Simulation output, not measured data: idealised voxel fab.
process module | voxel trench capacitor
cross-section cut | 225 nm wide | cells 5 nm
A cross-section is a grid of square cells, given in bands from the top down. A band is one or more rows of cells.
Each band's line starts with the height of the band's top and of its bottom, in nm. Then come its materials from left to right, each with its width in nm. One material with "throughout" fills the band from edge to edge. "air" is empty space.
Height 0 is the level under which the wafer as received is all one material. The lowest band goes on downwards, as in "0 down".
A width such as "30 to 40" changes by the same amount from each row of cells to the next, from the band's top row to its bottom row.
"no change" after a step means that no cell of the cross-section changed.
closed voids: empty space of 8 cells or more with no open way to the top, each as width x height at its distance from the left edge, in nm
after a step's settings: what the simulator itself notes on the step
overlay nm, on a step with a mask: how far to the right of its planned place the mask lay; to the left if negative
plan
1 op RECEIVE | material Si
2 op CONFORMAL_DEP | material SiN | thk nm 10
3 op MASKED_ETCH | tone open | mask id TRENCH | width nm 20 | pitch nm 45 | etch materials SiN | depth nm 10 | overlay nm 0
4 op MASKED_ETCH | tone open | mask id TRENCH | width nm 20 | pitch nm 45 | etch materials Si | depth nm 25 | overlay nm 0
5 op CONFORMAL_DEP | material SiO2 | thk nm 5
6 op FILL_DEP | material polySi | thk nm 5
7 op CMP | height nm 0
varied across the wafers: height nm of step 7. The plan shows the first wafer's value. All wafers start alike
first wafer as received, after step 1
  0 down: Si throughout
  closed voids: none
first wafer at the end, after step 7
  0 to -20: Si 55 | SiO2 5 | polySi 10 | SiO2 5 | Si 25 | SiO2 5 | polySi 10 | SiO2 5 | Si 25 | SiO2 5 | polySi 10 | SiO2 5 | Si 60
  -20 to -25: Si 55 | SiO2 20 | Si 25 | SiO2 20 | Si 25 | SiO2 20 | Si 60
  -25 down: Si throughout
  closed voids: none
last wafer at the end
  20 to 15: polySi throughout
  15 to 10: SiO2 60 | polySi 10 | SiO2 35 | polySi 10 | SiO2 35 | polySi 10 | SiO2 65
  10 to 0: SiN 55 | SiO2 5 | polySi 10 | SiO2 5 | SiN 25 | SiO2 5 | polySi 10 | SiO2 5 | SiN 25 | SiO2 5 | polySi 10 | SiO2 5 | SiN 60
  0 to -20: Si 55 | SiO2 5 | polySi 10 | SiO2 5 | Si 25 | SiO2 5 | polySi 10 | SiO2 5 | Si 25 | SiO2 5 | polySi 10 | SiO2 5 | Si 60
  -20 to -25: Si 55 | SiO2 20 | Si 25 | SiO2 20 | Si 25 | SiO2 20 | Si 60
  -25 down: Si throughout
  closed voids: none
each wafer at the end: cells of each material gained (+) or lost (-) since it was received, then its closed voids
height nm 0 | -60 Si | +36 SiO2 | +24 polySi | closed voids: none
height nm 5 | -60 Si | +33 SiN | +42 SiO2 | +30 polySi | closed voids: none
height nm 10 | -60 Si | +66 SiN | +48 SiO2 | +36 polySi | closed voids: none
height nm 15 | -60 Si | +66 SiN | +87 SiO2 | +42 polySi | closed voids: none
height nm 20 | -60 Si | +66 SiN | +87 SiO2 | +87 polySi | closed voids: none
